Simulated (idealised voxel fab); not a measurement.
The process module that follows is named voxel transistor to metal.
Displayed cross-section: cut, width of 160 nm, square cells sized 5 nm.
Think of the cross-section as a grid of square cells. We describe it in bands, top to bottom, and each band covers one or more rows of those cells.
Heights first: top, then bottom, in nm. Then materials, left to right, each with a width in nm. "all across" on a single material: fills the band edge to edge. "empty": empty space.
Zero point of the height axis is 0; under it, received wafer = one material. Lowest band: continues down indefinitely, "from 0 down".
It should be noted that a width expressed as "30 to 40" varies in equal increments from row to row of cells within the band, taking the value of the first number at the top row and that of the second number at the bottom row.
Given "remained the same" for a step, no cell of the cross-section differs between before and after that step.
In "Completely enclosed voids" the enclosed voids are listed, meaning empty spaces of 8 cells or larger without any opening to the top. The form is width x height at distance, distance from the left edge, units nm.
Post-settings text on a step line: simulator's own remark regarding the step.
If you see "overlay nm" on a step's line and that step has a mask, it's telling you how far right of where it was planned the mask ended up; a negative number means it went left instead.

## Process steps foreseen in the plan
| 1 | RECEIVE with material Si |
| 2 | CONFORMAL_DEP with material SiO2, thk nm 5 |
| 3 | CONFORMAL_DEP with material SiN, thk nm 10 |
| 4 | MASKED_ETCH with tone cover, mask id ACTIVE, width nm 125, etch materials SiN, depth nm 10, overlay nm 0 |
| 5 | MASKED_ETCH with tone cover, mask id ACTIVE, width nm 125, etch materials SiO2, depth nm 5, overlay nm 0 |
| 6 | MASKED_ETCH with tone cover, mask id ACTIVE, width nm 125, etch materials Si, depth nm 20, overlay nm 0 |
| 7 | OXIDIZE with depth nm 5 |
| 8 | FILL_DEP with material SiO2, thk nm 5 |
| 9 | CMP with height nm 15 |
| 10 | SELECTIVE_ETCH with etch materials SiO2, depth nm 10 |
| 11 | STRIP with etch materials SiN |
| 12 | SELECTIVE_ETCH with etch materials SiO2, depth nm 5 |
| 13 | OXIDIZE with depth nm 5 |
| 14 | DIRECTIONAL_DEP with material polySi, thk nm 25 |
| 15 | DIRECTIONAL_DEP with material SiCN, thk nm 15 |
| 16 | PATTERN with tone cover, mask id GATE, material resist, width nm 35, thk nm 15, overlay nm 0 |
| 17 | DIRECTIONAL_ETCH with etch materials SiCN, depth nm 25 |
| 18 | DIRECTIONAL_ETCH with etch materials polySi, depth nm 35 |
| 19 | STRIP with etch materials resist |
| 20 | CONFORMAL_DEP with material SiO2, thk nm 5 |
| 21 | DIRECTIONAL_ETCH with etch materials SiO2, depth nm 5 |
| 22 | CONFORMAL_DEP with material SiN, thk nm 10 |
| 23 | DIRECTIONAL_ETCH with etch materials SiN, depth nm 10 |
| 24 | DIRECTIONAL_ETCH with etch materials SiO2, depth nm 5 |
| 25 | EPI with material SiGe, thk nm 5 |
| 26 | FILL_DEP with material SiO2, thk nm 5 |
| 27 | CMP with height nm 25 |
| 28 | STRIP with etch materials polySi |
| 29 | SELECTIVE_ETCH with etch materials SiO2, depth nm 5 |
| 30 | CONFORMAL_DEP with material HfO2, thk nm 5 |
| 31 | CONFORMAL_DEP with material TiN, thk nm 5 |
| 32 | FILL_DEP with material W, thk nm 10 |
| 33 | CMP with height nm 20 |
| 34 | DIRECTIONAL_DEP with material SiO2, thk nm 15 |
| 35 | MASKED_ETCH with tone open, mask id CONTACT, width nm 20, pitch nm 85, etch materials SiO2, depth nm 35, overlay nm 0 |
| 36 | CONFORMAL_DEP with material TiN, thk nm 5 |
| 37 | FILL_DEP with material Ru, thk nm 5 |
| 38 | CMP with height nm 35 |
| 39 | CONFORMAL_DEP with material SiCN, thk nm 5 |
| 40 | DIRECTIONAL_DEP with material SiO2, thk nm 20 |
| 41 | DIRECTIONAL_DEP with material aC, thk nm 10 |
| 42 | PATTERN with tone open, mask id METAL_1, material resist, width nm 20, pitch nm 85, thk nm 25, overlay nm 0 |
| 43 | DIRECTIONAL_ETCH with etch materials aC, depth nm 10 |
| 44 | STRIP with etch materials resist |
| 45 | DIRECTIONAL_ETCH with etch materials SiO2, depth nm 20 |
| 46 | DIRECTIONAL_ETCH with etch materials SiCN, depth nm 5 |
| 47 | STRIP with etch materials aC |
| 48 | CONFORMAL_DEP with material TiN, thk nm 5 |
| 49 | FILL_DEP with material Cu, thk nm 5 |
| 50 | CMP with height nm 60 |
| 51 | CONFORMAL_DEP with material SiCN, thk nm 5 |
| 52 | DIRECTIONAL_DEP with material lowk, thk nm 25 |
| 53 | PATTERN with tone open, mask id METAL_2, material resist, width nm 20, pitch nm 85, thk nm 20, overlay nm 0 |
| 54 | DIRECTIONAL_ETCH with etch materials lowk, depth nm 15 |
| 55 | STRIP with etch materials resist |
| 56 | MASKED_ETCH with tone open, mask id METAL_2_HOLES, width nm 15, pitch nm 85, etch materials lowk, depth nm 10, overlay nm 0 |
| 57 | MASKED_ETCH with tone open, mask id METAL_2_HOLES, width nm 15, pitch nm 85, etch materials SiCN, depth nm 5, overlay nm 0 |
| 58 | CONFORMAL_DEP with material TiN, thk nm 5 |
| 59 | FILL_DEP with material Cu, thk nm 10 |
| 60 | CMP with height nm 90 |
| 61 | CONFORMAL_DEP with material SiN, thk nm 5 |

## Here's what the wafer looked like in cross-section when it arrived - that's after step 1
    from 0 down = Si all across
    Completely enclosed voids: none

## End-of-module cross-section of the first of two wafers, processed as planned
    from 95 to 90 = SiN all across
    from 90 to 80 = lowk: 25, then TiN: 5, then Cu: 10, then TiN: 5, then lowk: 65, then TiN: 5, then Cu: 10, then TiN: 5, then lowk: 30
    from 80 to 75 = lowk: 25, then TiN: 5, then Cu: 5, then TiN: 10, then lowk: 65, then TiN: 5, then Cu: 5, then TiN: 10, then lowk: 30
    from 75 to 65 = lowk: 25, then TiN: 5, then Cu: 5, then TiN: 5, then lowk: 70, then TiN: 5, then Cu: 5, then TiN: 5, then lowk: 35
    from 65 to 60 = SiCN: 25, then TiN: 15, then SiCN: 70, then TiN: 15, then SiCN: 35
    from 60 to 40 = SiO2: 25, then TiN: 5, then Cu: 10, then TiN: 5, then SiO2: 65, then TiN: 5, then Cu: 10, then TiN: 5, then SiO2: 30
    from 40 to 35 = SiCN: 25, then TiN: 20, then SiCN: 65, then TiN: 20, then SiCN: 30
    from 35 to 20 = SiO2: 25, then TiN: 5, then Ru: 10, then TiN: 5, then SiO2: 65, then TiN: 5, then Ru: 10, then TiN: 5, then SiO2: 30
    from 20 to 5 = SiO2: 25, then TiN: 5, then Ru: 10, then TiN: 5, then SiN: 10, then HfO2: 5, then TiN: 5, then W: 25, then TiN: 5, then HfO2: 5, then SiN: 10, then TiN: 5, then Ru: 10, then TiN: 5, then SiO2: 30
    from 5 to 0 = SiO2: 25, then TiN: 20, then SiN: 10, then HfO2: 5, then TiN: 35, then HfO2: 5, then SiN: 10, then TiN: 20, then SiO2: 30
    from 0 to -5 = SiO2: 15, then SiGe: 30, then SiO2: 10, then HfO2: 45, then SiO2: 10, then SiGe: 30, then SiO2: 20
    from -5 to -25 = SiO2: 20, then Si: 115, then SiO2: 25
    from -25 down = Si all across
    Completely enclosed voids: none

## Wafer two, end of module, cross-section. Same start, same plan as wafer one. One mistake in the run
    from 95 to 90 = SiN all across
    from 90 to 80 = lowk: 25, then TiN: 5, then Cu: 10, then TiN: 5, then lowk: 65, then TiN: 5, then Cu: 10, then TiN: 5, then lowk: 30
    from 80 to 75 = lowk: 25, then TiN: 5, then Cu: 5, then TiN: 10, then lowk: 65, then TiN: 5, then Cu: 5, then TiN: 10, then lowk: 30
    from 75 to 65 = lowk: 25, then TiN: 5, then Cu: 5, then TiN: 5, then lowk: 70, then TiN: 5, then Cu: 5, then TiN: 5, then lowk: 35
    from 65 to 60 = SiCN: 25, then TiN: 15, then SiCN: 70, then TiN: 15, then SiCN: 35
    from 60 to 40 = SiO2: 25, then TiN: 5, then Cu: 10, then TiN: 5, then SiO2: 65, then TiN: 5, then Cu: 10, then TiN: 5, then SiO2: 30
    from 40 to 35 = SiCN: 25, then TiN: 20, then SiCN: 65, then TiN: 20, then SiCN: 30
    from 35 to 25 = SiO2: 25, then TiN: 5, then Ru: 10, then TiN: 5, then SiO2: 65, then TiN: 5, then Ru: 10, then TiN: 5, then SiO2: 30
    from 25 to 20 = SiO2: 25, then TiN: 20, then SiO2: 65, then TiN: 20, then SiO2: 30
    from 20 to 5 = Ru: 45, then SiN: 10, then HfO2: 5, then TiN: 5, then W: 25, then TiN: 5, then HfO2: 5, then SiN: 10, then Ru: 50
    from 5 to 0 = Ru: 45, then SiN: 10, then HfO2: 5, then TiN: 35, then HfO2: 5, then SiN: 10, then Ru: 50
    from 0 to -5 = Ru: 15, then SiGe: 30, then SiO2: 10, then HfO2: 45, then SiO2: 10, then SiGe: 30, then Ru: 20
    from -5 to -25 = SiO2: 20, then Si: 115, then SiO2: 25
    from -25 down = Si all across
    Completely enclosed voids: none
Deviation noted in wafer processing: step 26, actual vs plan mismatch, actual run FILL_DEP with material Ru, thk nm 5
Final cells, second wafer relative to first, materials higher or lower: Ru: 67 more, SiO2: 51 fewer, TiN: 16 fewer
